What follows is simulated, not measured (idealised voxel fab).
voxel wiring stack: a process module
Square cell edge 5 nm, section width 235 nm, ID cut.
Format of a cross-section: grid, square cells. Given as bands. Order: top down. Band: one or more rows of cells.
Band: top and bottom heights (nm) first, top before bottom; then materials from left to right, widths in nm. "everywhere" marks a sole material filling the band edge to edge. "air" denotes empty space.
Height datum 0, below which the as-received substrate wafer is one material. Lowest band open at the bottom, running downward: "0 and below".
Top row gets the first number, bottom row gets the second, and each row in between changes by the same step: that is how a band width like "30->40" works.
Basically "no alterations made" means that step didn't change any cell in the cross-section.
You'll see "Closed void list" listing empty spaces that have no way open to the top, as long as they're 8 cells or more; the notation is width x height at distance, where the distance is from the left edge, and all of it is in nm.
On a step's line, text after the settings is the simulator commenting on that step.
overlay nm: mask offset rightward from planned place, masked step; negative means leftward offset.
### Here's what the planned process steps look like
1: RECEIVE: material Si
2: CONFORMAL_DEP: material SiO2, thk nm 10
3: DIRECTIONAL_DEP: material TiN, thk nm 5
4: DIRECTIONAL_DEP: material W, thk nm 20
5: PATTERN: tone cover, mask id METAL_1, material resist, width nm 20, pitch nm 40, thk nm 20, overlay nm 0
6: DIRECTIONAL_ETCH: etch materials W, depth nm 20
7: DIRECTIONAL_ETCH: etch materials TiN, depth nm 5
8: STRIP: etch materials resist
9: FILL_DEP: material lowk, thk nm 5
10: CMP: height nm 35
11: CONFORMAL_DEP: material SiCN, thk nm 5
12: DIRECTIONAL_DEP: material lowk, thk nm 30
13: PATTERN: tone open, mask id METAL_2, material resist, width nm 20, pitch nm 40, thk nm 20, overlay nm 0
14: DIRECTIONAL_ETCH: etch materials lowk, depth nm 20
15: STRIP: etch materials resist
16: MASKED_ETCH: tone open, mask id METAL_2_HOLES, width nm 15, etch materials lowk, depth nm 10, overlay nm 0
17: MASKED_ETCH: tone open, mask id METAL_2_HOLES, width nm 15, etch materials SiCN, depth nm 5, overlay nm 0
18: CONFORMAL_DEP: material TiN, thk nm 5
19: FILL_DEP: material Cu, thk nm 5
20: CMP: height nm 70
21: CONFORMAL_DEP: material SiCN, thk nm 5
22: DIRECTIONAL_DEP: material lowk, thk nm 35
23: DIRECTIONAL_DEP: material aC, thk nm 10
24: PATTERN: tone open, mask id METAL_3, material resist, width nm 20, pitch nm 40, thk nm 30, overlay nm 0
25: DIRECTIONAL_ETCH: etch materials aC, depth nm 10
26: STRIP: etch materials resist
27: DIRECTIONAL_ETCH: etch materials lowk, depth nm 20
28: STRIP: etch materials aC
29: DIRECTIONAL_DEP: material aC, thk nm 15
30: PATTERN: tone open, mask id METAL_3_HOLES, material resist, width nm 15, thk nm 35, overlay nm 0
31: DIRECTIONAL_ETCH: etch materials aC, depth nm 15
32: STRIP: etch materials resist
33: DIRECTIONAL_ETCH: etch materials lowk, depth nm 15
34: DIRECTIONAL_ETCH: etch materials SiCN, depth nm 5
35: STRIP: etch materials aC
36: CONFORMAL_DEP: material TiN, thk nm 5
37: FILL_DEP: material Cu, thk nm 5
38: CMP: height nm 110
39: CONFORMAL_DEP: material SiCN, thk nm 5
40: DIRECTIONAL_DEP: material lowk, thk nm 10
41: MASKED_ETCH: tone open, mask id PLUG_3, width nm 15, pitch nm 40, etch materials lowk, depth nm 10, overlay nm 0
42: MASKED_ETCH: tone open, mask id PLUG_3, width nm 15, pitch nm 40, etch materials SiCN, depth nm 5, overlay nm 0
43: EPI: material Ru, thk nm 10
44: EPI: material Ru, thk nm 5
45: CONFORMAL_DEP: material SiN, thk nm 5
46: DIRECTIONAL_DEP: material lowk, thk nm 20
47: MASKED_ETCH: tone open, mask id METAL_4, width nm 20, pitch nm 40, etch materials lowk, depth nm 20, overlay nm 0
48: MASKED_ETCH: tone open, mask id METAL_4, width nm 20, pitch nm 40, etch materials SiN, depth nm 5, overlay nm 0
49: CONFORMAL_DEP: material TiN, thk nm 5
50: FILL_DEP: material Ru, thk nm 5
51: CMP: height nm 150
52: EPI: material Ru, thk nm 5
53: FILL_DEP: material SiCN, thk nm 5
### First out of two wafers; run went to plan
### Step 1 complete: cross-section of the wafer as received
    0 and below = Si everywhere
    Closed void list: none
### The following cross-section depicts the wafer upon completion of step 2
    10 down to 0 = SiO2 everywhere
    No changes below 0.
### The following cross-section depicts the wafer upon completion of step 3
    15 down to 10 = TiN everywhere
    No changes below 10.
### The following cross-section depicts the wafer upon completion of step 4
    35 down to 15 = W everywhere
    No changes below 15.
### The following cross-section depicts the wafer upon completion of step 5
    55 down to 35 = air (85) / resist (20) / air (20) / resist (20) / air (90)
    No changes below 35.
### The following cross-section depicts the wafer upon completion of step 6
    55 down to 35 = air (85) / resist (20) / air (20) / resist (20) / air (90)
    35 down to 15 = air (85) / W (20) / air (20) / W (20) / air (90)
    No changes below 15.
### The following cross-section depicts the wafer upon completion of step 7
    55 down to 35 = air (85) / resist (20) / air (20) / resist (20) / air (90)
    35 down to 15 = air (85) / W (20) / air (20) / W (20) / air (90)
    15 down to 10 = air (85) / TiN (20) / air (20) / TiN (20) / air (90)
    No changes below 10.
### The following cross-section depicts the wafer upon completion of step 8
    35 down to 15 = air (85) / W (20) / air (20) / W (20) / air (90)
    No changes below 15.
### The following cross-section depicts the wafer upon completion of step 9
    40 down to 35 = lowk everywhere
    35 down to 15 = lowk (85) / W (20) / lowk (20) / W (20) / lowk (90)
    15 down to 10 = lowk (85) / TiN (20) / lowk (20) / TiN (20) / lowk (90)
    No changes below 10.
### The following cross-section depicts the wafer upon completion of step 10
    35 down to 15 = lowk (85) / W (20) / lowk (20) / W (20) / lowk (90)
    No changes below 15.
### The following cross-section depicts the wafer upon completion of step 11
    40 down to 35 = SiCN everywhere
    No changes below 35.
### The following cross-section depicts the wafer upon completion of step 12
    70 down to 40 = lowk everywhere
    No changes below 40.
### The following cross-section depicts the wafer upon completion of step 13
    90 down to 70 = resist (85) / air (20) / resist (20) / air (20) / resist (90)
    No changes below 70.
### The following cross-section depicts the wafer upon completion of step 14
    90 down to 70 = resist (85) / air (20) / resist (20) / air (20) / resist (90)
    70 down to 50 = lowk (85) / air (20) / lowk (20) / air (20) / lowk (90)
    No changes below 50.
### The following cross-section depicts the wafer upon completion of step 15
    70 down to 50 = lowk (85) / air (20) / lowk (20) / air (20) / lowk (90)
    No changes below 50.
### The following cross-section depicts the wafer upon completion of step 16
    70 down to 50 = lowk (85) / air (20) / lowk (20) / air (20) / lowk (90)
    50 down to 40 = lowk (85) / air (15) / lowk (135)
    No changes below 40.
### The following cross-section depicts the wafer upon completion of step 17
    70 down to 50 = lowk (85) / air (20) / lowk (20) / air (20) / lowk (90)
    50 down to 40 = lowk (85) / air (15) / lowk (135)
    40 down to 35 = SiCN (85) / air (15) / SiCN (135)
    No changes below 35.
### The following cross-section depicts the wafer upon completion of step 18
    75 down to 70 = TiN (90) / air (10) / TiN (30) / air (10) / TiN (95)
    70 down to 55 = lowk (85) / TiN (5) / air (10) / TiN (5) / lowk (20) / TiN (5) / air (10) / TiN (5) / lowk (90)
    55 down to 50 = lowk (85) / TiN (5) / air (5) / TiN (10) / lowk (20) / TiN (20) / lowk (90)
    50 down to 40 = lowk (85) / TiN (5) / air (5) / TiN (5) / lowk (135)
    40 down to 35 = SiCN (85) / TiN (15) / SiCN (135)
    No changes below 35.
### The following cross-section depicts the wafer upon completion of step 19
    80 down to 75 = Cu everywhere
    75 down to 70 = TiN (90) / Cu (10) / TiN (30) / Cu (10) / TiN (95)
    70 down to 55 = lowk (85) / TiN (5) / Cu (10) / TiN (5) / lowk (20) / TiN (5) / Cu (10) / TiN (5) / lowk (90)
    55 down to 50 = lowk (85) / TiN (5) / Cu (5) / TiN (10) / lowk (20) / TiN (20) / lowk (90)
    50 down to 40 = lowk (85) / TiN (5) / Cu (5) / TiN (5) / lowk (135)
    No changes below 40.
### The following cross-section depicts the wafer upon completion of step 20
    70 down to 55 = lowk (85) / TiN (5) / Cu (10) / TiN (5) / lowk (20) / TiN (5) / Cu (10) / TiN (5) / lowk (90)
    No changes below 55.
### The following cross-section depicts the wafer upon completion of step 21
    75 down to 70 = SiCN everywhere
    No changes below 70.
### The following cross-section depicts the wafer upon completion of step 22
    110 down to 75 = lowk everywhere
    No changes below 75.
### The following cross-section depicts the wafer upon completion of step 23
    120 down to 110 = aC everywhere
    No changes below 110.
### The following cross-section depicts the wafer upon completion of step 24
    150 down to 120 = resist (85) / air (20) / resist (20) / air (20) / resist (90)
    No changes below 120.
### The following cross-section depicts the wafer upon completion of step 25
    140 down to 120 = resist (85) / air (20) / resist (20) / air (20) / resist (90)
    120 down to 110 = aC (85) / air (20) / aC (20) / air (20) / aC (90)
    No changes below 110.
### The following cross-section depicts the wafer upon completion of step 26
    120 down to 110 = aC (85) / air (20) / aC (20) / air (20) / aC (90)
    No changes below 110.
### The following cross-section depicts the wafer upon completion of step 27
    120 down to 110 = aC (85) / air (20) / aC (20) / air (20) / aC (90)
    110 down to 90 = lowk (85) / air (20) / lowk (20) / air (20) / lowk (90)
    No changes below 90.
### The following cross-section depicts the wafer upon completion of step 28
    110 down to 90 = lowk (85) / air (20) / lowk (20) / air (20) / lowk (90)
    No changes below 90.
### The following cross-section depicts the wafer upon completion of step 29
    125 down to 110 = aC (85) / air (20) / aC (20) / air (20) / aC (90)
    110 down to 105 = lowk (85) / air (20) / lowk (20) / air (20) / lowk (90)
    105 down to 90 = lowk (85) / aC (20) / lowk (20) / aC (20) / lowk (90)
    No changes below 90.
### The following cross-section depicts the wafer upon completion of step 30
    160 down to 125 = resist (85) / air (15) / resist (135)
    125 down to 110 = aC (85) / air (15) / resist (5) / aC (20) / resist (20) / aC (90)
    110 down to 105 = lowk (85) / air (15) / resist (5) / lowk (20) / resist (20) / lowk (90)
    No changes below 105.
### The following cross-section depicts the wafer upon completion of step 31
    145 down to 125 = resist (85) / air (15) / resist (135)
    125 down to 110 = aC (85) / air (15) / resist (5) / aC (20) / resist (20) / aC (90)
    110 down to 105 = lowk (85) / air (15) / resist (5) / lowk (20) / resist (20) / lowk (90)
    105 down to 90 = lowk (85) / air (15) / aC (5) / lowk (20) / aC (20) / lowk (90)
    No changes below 90.
### The following cross-section depicts the wafer upon completion of step 32
    125 down to 110 = aC (85) / air (20) / aC (20) / air (20) / aC (90)
    110 down to 105 = lowk (85) / air (20) / lowk (20) / air (20) / lowk (90)
    No changes below 105.
### The following cross-section depicts the wafer upon completion of step 33
    125 down to 110 = aC (85) / air (20) / aC (20) / air (20) / aC (90)
    110 down to 105 = lowk (85) / air (20) / lowk (20) / air (20) / lowk (90)
    105 down to 90 = lowk (85) / air (15) / aC (5) / lowk (20) / aC (20) / lowk (90)
    90 down to 75 = lowk (85) / air (15) / lowk (135)
    No changes below 75.
### The following cross-section depicts the wafer upon completion of step 34
    125 down to 110 = aC (85) / air (20) / aC (20) / air (20) / aC (90)
    110 down to 105 = lowk (85) / air (20) / lowk (20) / air (20) / lowk (90)
    105 down to 90 = lowk (85) / air (15) / aC (5) / lowk (20) / aC (20) / lowk (90)
    90 down to 75 = lowk (85) / air (15) / lowk (135)
    75 down to 70 = SiCN (85) / air (15) / SiCN (135)
    No changes below 70.
### The following cross-section depicts the wafer upon completion of step 35
    110 down to 90 = lowk (85) / air (20) / lowk (20) / air (20) / lowk (90)
    No changes below 90.
### The following cross-section depicts the wafer upon completion of step 36
    115 down to 110 = TiN (90) / air (10) / TiN (30) / air (10) / TiN (95)
    110 down to 95 = lowk (85) / TiN (5) / air (10) / TiN (5) / lowk (20) / TiN (5) / air (10) / TiN (5) / lowk (90)
    95 down to 90 = lowk (85) / TiN (5) / air (5) / TiN (10) / lowk (20) / TiN (20) / lowk (90)
    90 down to 75 = lowk (85) / TiN (5) / air (5) / TiN (5) / lowk (135)
    75 down to 70 = SiCN (85) / TiN (15) / SiCN (135)
    No changes below 70.
### The following cross-section depicts the wafer upon completion of step 37
    120 down to 115 = Cu everywhere
    115 down to 110 = TiN (90) / Cu (10) / TiN (30) / Cu (10) / TiN (95)
    110 down to 95 = lowk (85) / TiN (5) / Cu (10) / TiN (5) / lowk (20) / TiN (5) / Cu (10) / TiN (5) / lowk (90)
    95 down to 90 = lowk (85) / TiN (5) / Cu (5) / TiN (10) / lowk (20) / TiN (20) / lowk (90)
    90 down to 75 = lowk (85) / TiN (5) / Cu (5) / TiN (5) / lowk (135)
    No changes below 75.
### The following cross-section depicts the wafer upon completion of step 38
    110 down to 95 = lowk (85) / TiN (5) / Cu (10) / TiN (5) / lowk (20) / TiN (5) / Cu (10) / TiN (5) / lowk (90)
    No changes below 95.
### The following cross-section depicts the wafer upon completion of step 39
    115 down to 110 = SiCN everywhere
    No changes below 110.
### The following cross-section depicts the wafer upon completion of step 40
    125 down to 115 = lowk everywhere
    No changes below 115.
### The following cross-section depicts the wafer upon completion of step 41
    125 down to 115 = lowk (85) / air (15) / lowk (25) / air (15) / lowk (95)
    No changes below 115.
### The following cross-section depicts the wafer upon completion of step 42
    125 down to 115 = lowk (85) / air (15) / lowk (25) / air (15) / lowk (95)
    115 down to 110 = SiCN (85) / air (15) / SiCN (25) / air (15) / SiCN (95)
    No changes below 110.
### The following cross-section depicts the wafer upon completion of step 43
    125 down to 120 = lowk (85) / air (15) / lowk (25) / air (15) / lowk (95)
    120 down to 115 = lowk (85) / Ru (15) / lowk (25) / Ru (15) / lowk (95)
    115 down to 110 = SiCN (85) / Ru (15) / SiCN (25) / Ru (15) / SiCN (95)
    No changes below 110.
### The following cross-section depicts the wafer upon completion of step 44
    125 down to 115 = lowk (85) / Ru (15) / lowk (25) / Ru (15) / lowk (95)
    No changes below 115.
### The following cross-section depicts the wafer upon completion of step 45
    130 down to 125 = SiN everywhere
    No changes below 125.
### The following cross-section depicts the wafer upon completion of step 46
    150 down to 130 = lowk everywhere
    No changes below 130.
### The following cross-section depicts the wafer upon completion of step 47
    150 down to 130 = lowk (85) / air (20) / lowk (20) / air (20) / lowk (90)
    No changes below 130.
### The following cross-section depicts the wafer upon completion of step 48
    150 down to 130 = lowk (85) / air (20) / lowk (20) / air (20) / lowk (90)
    130 down to 125 = SiN (85) / air (20) / SiN (20) / air (20) / SiN (90)
    No changes below 125.
### The following cross-section depicts the wafer upon completion of step 49
    155 down to 150 = TiN (90) / air (10) / TiN (30) / air (10) / TiN (95)
    150 down to 130 = lowk (85) / TiN (5) / air (10) / TiN (5) / lowk (20) / TiN (5) / air (10) / TiN (5) / lowk (90)
    130 down to 125 = SiN (85) / TiN (20) / SiN (20) / TiN (20) / SiN (90)
    No changes below 125.
### The following cross-section depicts the wafer upon completion of step 50
    160 down to 155 = Ru everywhere
    155 down to 150 = TiN (90) / Ru (10) / TiN (30) / Ru (10) / TiN (95)
    150 down to 130 = lowk (85) / TiN (5) / Ru (10) / TiN (5) / lowk (20) / TiN (5) / Ru (10) / TiN (5) / lowk (90)
    No changes below 130.
### The following cross-section depicts the wafer upon completion of step 51
    150 down to 130 = lowk (85) / TiN (5) / Ru (10) / TiN (5) / lowk (20) / TiN (5) / Ru (10) / TiN (5) / lowk (90)
    No changes below 130.
### The following cross-section depicts the wafer upon completion of step 52
    155 down to 150 = air (80) / Ru (30) / air (10) / Ru (30) / air (85)
    No changes below 150.
### The following cross-section depicts the wafer upon completion of step 53
    160 down to 155 = SiCN everywhere
    155 down to 150 = SiCN (80) / Ru (30) / SiCN (10) / Ru (30) / SiCN (85)
    No changes below 150.
### For the second wafer, take the first wafer's start and plan, then add one mistake made in running it; everything through step 26, that step included, is shared with the first
### What the second wafer looks like in cross-section when step 27 should have wrapped up
    120 down to 110 = aC (85) / air (20) / aC (20) / air (20) / aC (90)
    110 down to 75 = lowk (85) / air (20) / lowk (20) / air (20) / lowk (90)
    No changes below 75.
### What the second wafer looks like in cross-section when step 28 should have wrapped up
    110 down to 75 = lowk (85) / air (20) / lowk (20) / air (20) / lowk (90)
    No changes below 75.
### What the second wafer looks like in cross-section when step 29 should have wrapped up
    125 down to 110 = aC (85) / air (20) / aC (20) / air (20) / aC (90)
    110 down to 90 = lowk (85) / air (20) / lowk (20) / air (20) / lowk (90)
    90 down to 75 = lowk (85) / aC (20) / lowk (20) / aC (20) / lowk (90)
    No changes below 75.
### What the second wafer looks like in cross-section when step 30 should have wrapped up
    160 down to 125 = resist (85) / air (15) / resist (135)
    125 down to 110 = aC (85) / air (15) / resist (5) / aC (20) / resist (20) / aC (90)
    110 down to 90 = lowk (85) / air (15) / resist (5) / lowk (20) / resist (20) / lowk (90)
    No changes below 90.
### What the second wafer looks like in cross-section when step 31 should have wrapped up
    145 down to 125 = resist (85) / air (15) / resist (135)
    125 down to 110 = aC (85) / air (15) / resist (5) / aC (20) / resist (20) / aC (90)
    110 down to 90 = lowk (85) / air (15) / resist (5) / lowk (20) / resist (20) / lowk (90)
    90 down to 75 = lowk (85) / air (15) / aC (5) / lowk (20) / aC (20) / lowk (90)
    No changes below 75.
### What the second wafer looks like in cross-section when step 32 should have wrapped up
    125 down to 110 = aC (85) / air (20) / aC (20) / air (20) / aC (90)
    110 down to 90 = lowk (85) / air (20) / lowk (20) / air (20) / lowk (90)
    No changes below 90.
What the second wafer looks like in cross-section when step 33 should have wrapped up: no alterations made
### What the second wafer looks like in cross-section when step 34 should have wrapped up
    125 down to 110 = aC (85) / air (20) / aC (20) / air (20) / aC (90)
    110 down to 90 = lowk (85) / air (20) / lowk (20) / air (20) / lowk (90)
    90 down to 75 = lowk (85) / air (15) / aC (5) / lowk (20) / aC (20) / lowk (90)
    75 down to 70 = SiCN (85) / air (15) / SiCN (135)
    No changes below 70.
### What the second wafer looks like in cross-section when step 35 should have wrapped up
    110 down to 75 = lowk (85) / air (20) / lowk (20) / air (20) / lowk (90)
    No changes below 75.
### What the second wafer looks like in cross-section when step 36 should have wrapped up
    115 down to 110 = TiN (90) / air (10) / TiN (30) / air (10) / TiN (95)
    110 down to 80 = lowk (85) / TiN (5) / air (10) / TiN (5) / lowk (20) / TiN (5) / air (10) / TiN (5) / lowk (90)
    80 down to 75 = lowk (85) / TiN (5) / air (5) / TiN (10) / lowk (20) / TiN (20) / lowk (90)
    75 down to 70 = SiCN (85) / TiN (15) / SiCN (135)
    No changes below 70.
### What the second wafer looks like in cross-section when step 37 should have wrapped up
    120 down to 115 = Cu everywhere
    115 down to 110 = TiN (90) / Cu (10) / TiN (30) / Cu (10) / TiN (95)
    110 down to 80 = lowk (85) / TiN (5) / Cu (10) / TiN (5) / lowk (20) / TiN (5) / Cu (10) / TiN (5) / lowk (90)
    80 down to 75 = lowk (85) / TiN (5) / Cu (5) / TiN (10) / lowk (20) / TiN (20) / lowk (90)
    No changes below 75.
### What the second wafer looks like in cross-section when step 38 should have wrapped up
    110 down to 80 = lowk (85) / TiN (5) / Cu (10) / TiN (5) / lowk (20) / TiN (5) / Cu (10) / TiN (5) / lowk (90)
    No changes below 80.
### What the second wafer looks like in cross-section when step 39 should have wrapped up
    115 down to 110 = SiCN everywhere
    No changes below 110.
### What the second wafer looks like in cross-section when step 40 should have wrapped up
    125 down to 115 = lowk everywhere
    No changes below 115.
### What the second wafer looks like in cross-section when step 41 should have wrapped up
    125 down to 115 = lowk (85) / air (15) / lowk (25) / air (15) / lowk (95)
    No changes below 115.
### What the second wafer looks like in cross-section when step 42 should have wrapped up
    125 down to 115 = lowk (85) / air (15) / lowk (25) / air (15) / lowk (95)
    115 down to 110 = SiCN (85) / air (15) / SiCN (25) / air (15) / SiCN (95)
    No changes below 110.
### What the second wafer looks like in cross-section when step 43 should have wrapped up
    125 down to 120 = lowk (85) / air (15) / lowk (25) / air (15) / lowk (95)
    120 down to 115 = lowk (85) / Ru (15) / lowk (25) / Ru (15) / lowk (95)
    115 down to 110 = SiCN (85) / Ru (15) / SiCN (25) / Ru (15) / SiCN (95)
    No changes below 110.
### What the second wafer looks like in cross-section when step 44 should have wrapped up
    125 down to 115 = lowk (85) / Ru (15) / lowk (25) / Ru (15) / lowk (95)
    No changes below 115.
### What the second wafer looks like in cross-section when step 45 should have wrapped up
    130 down to 125 = SiN everywhere
    No changes below 125.
### What the second wafer looks like in cross-section when step 46 should have wrapped up
    150 down to 130 = lowk everywhere
    No changes below 130.
### What the second wafer looks like in cross-section when step 47 should have wrapped up
    150 down to 130 = lowk (85) / air (20) / lowk (20) / air (20) / lowk (90)
    No changes below 130.
### What the second wafer looks like in cross-section when step 48 should have wrapped up
    150 down to 130 = lowk (85) / air (20) / lowk (20) / air (20) / lowk (90)
    130 down to 125 = SiN (85) / air (20) / SiN (20) / air (20) / SiN (90)
    No changes below 125.
### What the second wafer looks like in cross-section when step 49 should have wrapped up
    155 down to 150 = TiN (90) / air (10) / TiN (30) / air (10) / TiN (95)
    150 down to 130 = lowk (85) / TiN (5) / air (10) / TiN (5) / lowk (20) / TiN (5) / air (10) / TiN (5) / lowk (90)
    130 down to 125 = SiN (85) / TiN (20) / SiN (20) / TiN (20) / SiN (90)
    No changes below 125.
### What the second wafer looks like in cross-section when step 50 should have wrapped up
    160 down to 155 = Ru everywhere
    155 down to 150 = TiN (90) / Ru (10) / TiN (30) / Ru (10) / TiN (95)
    150 down to 130 = lowk (85) / TiN (5) / Ru (10) / TiN (5) / lowk (20) / TiN (5) / Ru (10) / TiN (5) / lowk (90)
    No changes below 130.
### What the second wafer looks like in cross-section when step 51 should have wrapped up
    150 down to 130 = lowk (85) / TiN (5) / Ru (10) / TiN (5) / lowk (20) / TiN (5) / Ru (10) / TiN (5) / lowk (90)
    No changes below 130.
### What the second wafer looks like in cross-section when step 52 should have wrapped up
    155 down to 150 = air (80) / Ru (30) / air (10) / Ru (30) / air (85)
    No changes below 150.
### What the second wafer looks like in cross-section when step 53 should have wrapped up
    160 down to 155 = SiCN everywhere
    155 down to 150 = SiCN (80) / Ru (30) / SiCN (10) / Ru (30) / SiCN (85)
    No changes below 150.
Which mistake was made when the wafer was run? the plan's step 27 ran twice
Per the end-of-run cell counts, the second wafer holds more or fewer of some materials than the first: 9 more of Cu | 6 more of TiN | 15 fewer of lowk
